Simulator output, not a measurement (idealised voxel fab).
process module | voxel trench capacitor
cross-section cut | 260 nm wide | cells 5 nm
A cross-section is a grid of square cells, given in bands from the top down. A band is one or more rows of cells.
Each band's line starts with the height of the band's top and of its bottom, in nm. Then come its materials from left to right, each with its width in nm. One material with "throughout" fills the band from edge to edge. "air" is empty space.
Height 0 is the level under which the wafer as received is all one material. The lowest band goes on downwards, as in "0 down".
A width such as "30 to 40" changes by the same amount from each row of cells to the next, from the band's top row to its bottom row.
"no change" after a step means that no cell of the cross-section changed.
closed voids: empty space of 8 cells or more with no open way to the top, each as width x height at its distance from the left edge, in nm
after a step's settings: what the simulator itself notes on the step
overlay nm, on a step with a mask: how far to the right of its planned place the mask lay; to the left if negative
plan
1 op RECEIVE | material Si
2 op CONFORMAL_DEP | material SiN | thk nm 5
3 op DIRECTIONAL_DEP | material aC | thk nm 10
4 op PATTERN | tone open | mask id TRENCH | material resist | width nm 20 | pitch nm 40 | thk nm 30 | overlay nm 0
5 op DIRECTIONAL_ETCH | etch materials aC | depth nm 10
6 op STRIP | etch materials resist
7 op DIRECTIONAL_ETCH | etch materials SiN | depth nm 5
8 op DIRECTIONAL_ETCH | etch materials Si | depth nm 30
9 op STRIP | etch materials aC
10 op CONFORMAL_DEP | material Al2O3 | thk nm 5
11 op FILL_DEP | material polySi | thk nm 10
12 op CMP | height nm 5
as received, after step 1
  0 down: Si throughout
  closed voids: none
first wafer at the end, as planned
  5 to 0: SiN 100 | Al2O3 5 | polySi 10 | Al2O3 5 | SiN 20 | Al2O3 5 | polySi 10 | Al2O3 5 | SiN 100
  0 to -25: Si 100 | Al2O3 5 | polySi 10 | Al2O3 5 | Si 20 | Al2O3 5 | polySi 10 | Al2O3 5 | Si 100
  -25 to -30: Si 100 | Al2O3 20 | Si 20 | Al2O3 20 | Si 100
  -30 down: Si throughout
  closed voids: none
second wafer at the end: like start, like plan, one mistake
  10 to 5: Al2O3 105 | polySi 10 | Al2O3 30 | polySi 10 | Al2O3 105
  5 to 0: SiN 100 | Al2O3 5 | polySi 10 | Al2O3 5 | SiN 20 | Al2O3 5 | polySi 10 | Al2O3 5 | SiN 100
  0 to -25: Si 100 | Al2O3 5 | polySi 10 | Al2O3 5 | Si 20 | Al2O3 5 | polySi 10 | Al2O3 5 | Si 100
  -25 to -30: Si 100 | Al2O3 20 | Si 20 | Al2O3 20 | Si 100
  -30 down: Si throughout
  closed voids: none
what went wrong: step 12 ran as: op CMP | height nm 10
at the end the second wafer has, in cells: 48 more of Al2O3 | 4 more of polySi
